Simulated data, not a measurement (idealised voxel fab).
process module | voxel self aligned contacts
The cross-section on display is named cut; it measures 225 nm wide, and its cells are 5 nm squares.
If you're reading a cross-section in this doc, picture square cells in a grid; it comes to you as bands, top ones listed first down to the bottom, and a band can be one or more rows of cells. This entry defines a band. It first specifies the height of the band's top and the height of its bottom in nm, and then specifies the band's materials from left to right, stating each material with its width in nm. The word "full width" identifies a single material that fills the band from edge to edge, while the word "empty" identifies empty space. Note: height 0 marks the level under which the wafer is uniformly one material as received. Lowest band unbounded below, written "top 0, no bottom". You'd read "30->40" like this: the band's top row of cells is as wide as the first number, its bottom row is as wide as the second, and going down, every row changes width by the same amount as the row before did. A step reported as "remained the same" is a step in which no cell of the cross-section changed. In the "Closed void table" entry, you get each enclosed empty space of 8 cells or more, one with no open way to the top, written width x height at distance, distance from the left edge, in nm. The remark found on a step's line after its settings is issued by the simulator itself and pertains to that step. The "overlay nm" setting may appear on a step's line; for a step that uses a mask, it gives how far to the right of its planned position the mask lay, and a negative value indicates the left.
Process steps foreseen in the plan:
| 1 | RECEIVE with material Si |
| 2 | OXIDIZE with depth nm 5 |
| 3 | DIRECTIONAL_DEP with material polySi, thk nm 30 |
| 4 | DIRECTIONAL_DEP with material SiN, thk nm 15 |
| 5 | MASKED_ETCH with tone cover, mask id GATE, width nm 30, pitch nm 55, etch materials SiN, depth nm 15, overlay nm 0 |
| 6 | MASKED_ETCH with tone cover, mask id GATE, width nm 30, pitch nm 55, etch materials polySi, depth nm 30, overlay nm 0 |
| 7 | CONFORMAL_DEP with material SiN, thk nm 5 |
| 8 | DIRECTIONAL_ETCH with etch materials SiN, depth nm 5 |
| 9 | FILL_DEP with material SiO2, thk nm 20 |
| 10 | CMP with height nm 55 |
| 11 | MASKED_ETCH with tone open, mask id CONTACT, width nm 35, pitch nm 55, etch materials SiO2, depth nm 60, overlay nm 0 |
| 12 | CONFORMAL_DEP with material TiN, thk nm 5 |
| 13 | FILL_DEP with material W, thk nm 10 |
| 14 | CMP with height nm 55 |
| 15 | CONFORMAL_DEP with material SiN, thk nm 5 |
First of two wafers, processed according to plan:
Here's what the wafer looked like in cross-section when it arrived - that's after step 1:
  top 0, no bottom: Si full width
  Closed void table: none
Take a look at the wafer's cross-section after step 2:
  top 0, bottom -5: SiO2 full width
  Unchanged below -5.
Take a look at the wafer's cross-section after step 3:
  top 30, bottom 0: polySi full width
  Unchanged below 0.
Take a look at the wafer's cross-section after step 4:
  top 45, bottom 30: SiN full width
  Unchanged below 30.
Take a look at the wafer's cross-section after step 5:
  top 45, bottom 30: empty (40); SiN (30); empty (25); SiN (30); empty (25); SiN (30); empty (45)
  Unchanged below 30.
Take a look at the wafer's cross-section after step 6:
  top 45, bottom 30: empty (40); SiN (30); empty (25); SiN (30); empty (25); SiN (30); empty (45)
  top 30, bottom 0: empty (40); polySi (30); empty (25); polySi (30); empty (25); polySi (30); empty (45)
  Unchanged below 0.
Take a look at the wafer's cross-section after step 7:
  top 50, bottom 30: empty (35); SiN (40); empty (15); SiN (40); empty (15); SiN (40); empty (40)
  top 30, bottom 5: empty (35); SiN (5); polySi (30); SiN (5); empty (15); SiN (5); polySi (30); SiN (5); empty (15); SiN (5); polySi (30); SiN (5); empty (40)
  top 5, bottom 0: SiN (40); polySi (30); SiN (25); polySi (30); SiN (25); polySi (30); SiN (45)
  Unchanged below 0.
Take a look at the wafer's cross-section after step 8:
  top 45, bottom 30: empty (35); SiN (40); empty (15); SiN (40); empty (15); SiN (40); empty (40)
  top 30, bottom 0: empty (35); SiN (5); polySi (30); SiN (5); empty (15); SiN (5); polySi (30); SiN (5); empty (15); SiN (5); polySi (30); SiN (5); empty (40)
  Unchanged below 0.
Take a look at the wafer's cross-section after step 9:
  top 65, bottom 45: SiO2 full width
  top 45, bottom 30: SiO2 (35); SiN (40); SiO2 (15); SiN (40); SiO2 (15); SiN (40); SiO2 (40)
  top 30, bottom 0: SiO2 (35); SiN (5); polySi (30); SiN (5); SiO2 (15); SiN (5); polySi (30); SiN (5); SiO2 (15); SiN (5); polySi (30); SiN (5); SiO2 (40)
  Unchanged below 0.
Take a look at the wafer's cross-section after step 10:
  top 55, bottom 45: SiO2 full width
  Unchanged below 45.
Take a look at the wafer's cross-section after step 11:
  top 55, bottom 45: SiO2 (65); empty (35); SiO2 (20); empty (35); SiO2 (70)
  top 45, bottom 30: SiO2 (35); SiN (40); empty (15); SiN (40); empty (15); SiN (40); SiO2 (40)
  top 30, bottom 0: SiO2 (35); SiN (5); polySi (30); SiN (5); empty (15); SiN (5); polySi (30); SiN (5); empty (15); SiN (5); polySi (30); SiN (5); SiO2 (40)
  top 0, bottom -5: SiO2 (75); empty (15); SiO2 (40); empty (15); SiO2 (80)
  Unchanged below -5.
Take a look at the wafer's cross-section after step 12:
  top 60, bottom 55: TiN (70); empty (25); TiN (30); empty (25); TiN (75)
  top 55, bottom 45: SiO2 (65); TiN (5->15); empty (25->5); TiN (5->15); SiO2 (20); TiN (5->15); empty (25->5); TiN (5->15); SiO2 (70)
  top 45, bottom 30: SiO2 (35); SiN (40); TiN (5); empty (5); TiN (5); SiN (40); TiN (5); empty (5); TiN (5); SiN (40); SiO2 (40)
  top 30, bottom 0: SiO2 (35); SiN (5); polySi (30); SiN (5); TiN (5); empty (5); TiN (5); SiN (5); polySi (30); SiN (5); TiN (5); empty (5); TiN (5); SiN (5); polySi (30); SiN (5); SiO2 (40)
  top 0, bottom -5: SiO2 (75); TiN (15); SiO2 (40); TiN (15); SiO2 (80)
  Unchanged below -5.
Take a look at the wafer's cross-section after step 13:
  top 70, bottom 60: W full width
  top 60, bottom 55: TiN (70); W (25); TiN (30); W (25); TiN (75)
  top 55, bottom 45: SiO2 (65); TiN (5->15); W (25->5); TiN (5->15); SiO2 (20); TiN (5->15); W (25->5); TiN (5->15); SiO2 (70)
  top 45, bottom 30: SiO2 (35); SiN (40); TiN (5); W (5); TiN (5); SiN (40); TiN (5); W (5); TiN (5); SiN (40); SiO2 (40)
  top 30, bottom 0: SiO2 (35); SiN (5); polySi (30); SiN (5); TiN (5); W (5); TiN (5); SiN (5); polySi (30); SiN (5); TiN (5); W (5); TiN (5); SiN (5); polySi (30); SiN (5); SiO2 (40)
  Unchanged below 0.
Take a look at the wafer's cross-section after step 14:
  top 55, bottom 45: SiO2 (65); TiN (5->15); W (25->5); TiN (5->15); SiO2 (20); TiN (5->15); W (25->5); TiN (5->15); SiO2 (70)
  Unchanged below 45.
Take a look at the wafer's cross-section after step 15:
  top 60, bottom 55: SiN full width
  Unchanged below 55.
Second wafer: same start and same plan as the first, one execution error; identical to the first through step 6:
Second wafer, sectioned view, at step 7's planned end time:
  top 50, bottom 45: empty (35); W (40); empty (15); W (40); empty (15); W (40); empty (40)
  top 45, bottom 30: empty (35); W (5); SiN (30); W (5); empty (15); W (5); SiN (30); W (5); empty (15); W (5); SiN (30); W (5); empty (40)
  top 30, bottom 5: empty (35); W (5); polySi (30); W (5); empty (15); W (5); polySi (30); W (5); empty (15); W (5); polySi (30); W (5); empty (40)
  top 5, bottom 0: W (40); polySi (30); W (25); polySi (30); W (25); polySi (30); W (45)
  Unchanged below 0.
Second wafer, sectioned view, at step 8's planned end time: remained the same
Second wafer, sectioned view, at step 9's planned end time:
  top 70, bottom 50: SiO2 full width
  top 50, bottom 45: SiO2 (35); W (40); SiO2 (15); W (40); SiO2 (15); W (40); SiO2 (40)
  top 45, bottom 30: SiO2 (35); W (5); SiN (30); W (5); SiO2 (15); W (5); SiN (30); W (5); SiO2 (15); W (5); SiN (30); W (5); SiO2 (40)
  top 30, bottom 5: SiO2 (35); W (5); polySi (30); W (5); SiO2 (15); W (5); polySi (30); W (5); SiO2 (15); W (5); polySi (30); W (5); SiO2 (40)
  Unchanged below 5.
Second wafer, sectioned view, at step 10's planned end time:
  top 55, bottom 50: SiO2 full width
  Unchanged below 50.
Second wafer, sectioned view, at step 11's planned end time:
  top 55, bottom 50: SiO2 (65); empty (35); SiO2 (20); empty (35); SiO2 (70)
  top 50, bottom 45: SiO2 (35); W (40); empty (15); W (40); empty (15); W (40); SiO2 (40)
  top 45, bottom 30: SiO2 (35); W (5); SiN (30); W (5); empty (15); W (5); SiN (30); W (5); empty (15); W (5); SiN (30); W (5); SiO2 (40)
  top 30, bottom 5: SiO2 (35); W (5); polySi (30); W (5); empty (15); W (5); polySi (30); W (5); empty (15); W (5); polySi (30); W (5); SiO2 (40)
  Unchanged below 5.
Second wafer, sectioned view, at step 12's planned end time:
  top 60, bottom 55: TiN (70); empty (25); TiN (30); empty (25); TiN (75)
  top 55, bottom 50: SiO2 (65); TiN (15); empty (5); TiN (15); SiO2 (20); TiN (15); empty (5); TiN (15); SiO2 (70)
  top 50, bottom 45: SiO2 (35); W (40); TiN (5); empty (5); TiN (5); W (40); TiN (5); empty (5); TiN (5); W (40); SiO2 (40)
  top 45, bottom 30: SiO2 (35); W (5); SiN (30); W (5); TiN (5); empty (5); TiN (5); W (5); SiN (30); W (5); TiN (5); empty (5); TiN (5); W (5); SiN (30); W (5); SiO2 (40)
  top 30, bottom 10: SiO2 (35); W (5); polySi (30); W (5); TiN (5); empty (5); TiN (5); W (5); polySi (30); W (5); TiN (5); empty (5); TiN (5); W (5); polySi (30); W (5); SiO2 (40)
  top 10, bottom 5: SiO2 (35); W (5); polySi (30); W (5); TiN (15); W (5); polySi (30); W (5); TiN (15); W (5); polySi (30); W (5); SiO2 (40)
  Unchanged below 5.
Second wafer, sectioned view, at step 13's planned end time:
  top 70, bottom 60: W full width
  top 60, bottom 55: TiN (70); W (25); TiN (30); W (25); TiN (75)
  top 55, bottom 50: SiO2 (65); TiN (15); W (5); TiN (15); SiO2 (20); TiN (15); W (5); TiN (15); SiO2 (70)
  top 50, bottom 45: SiO2 (35); W (40); TiN (5); W (5); TiN (5); W (40); TiN (5); W (5); TiN (5); W (40); SiO2 (40)
  top 45, bottom 30: SiO2 (35); W (5); SiN (30); W (5); TiN (5); W (5); TiN (5); W (5); SiN (30); W (5); TiN (5); W (5); TiN (5); W (5); SiN (30); W (5); SiO2 (40)
  top 30, bottom 10: SiO2 (35); W (5); polySi (30); W (5); TiN (5); W (5); TiN (5); W (5); polySi (30); W (5); TiN (5); W (5); TiN (5); W (5); polySi (30); W (5); SiO2 (40)
  Unchanged below 10.
Second wafer, sectioned view, at step 14's planned end time:
  top 55, bottom 50: SiO2 (65); TiN (15); W (5); TiN (15); SiO2 (20); TiN (15); W (5); TiN (15); SiO2 (70)
  Unchanged below 50.
Second wafer, sectioned view, at step 15's planned end time:
  top 60, bottom 55: SiN full width
  Unchanged below 55.
Run error: step 7 ran as: CONFORMAL_DEP with material W, thk nm 5
End of process, cell counts, second wafer against first, materials with more or fewer: SiN -54, SiO2 -25, TiN -8, W +87
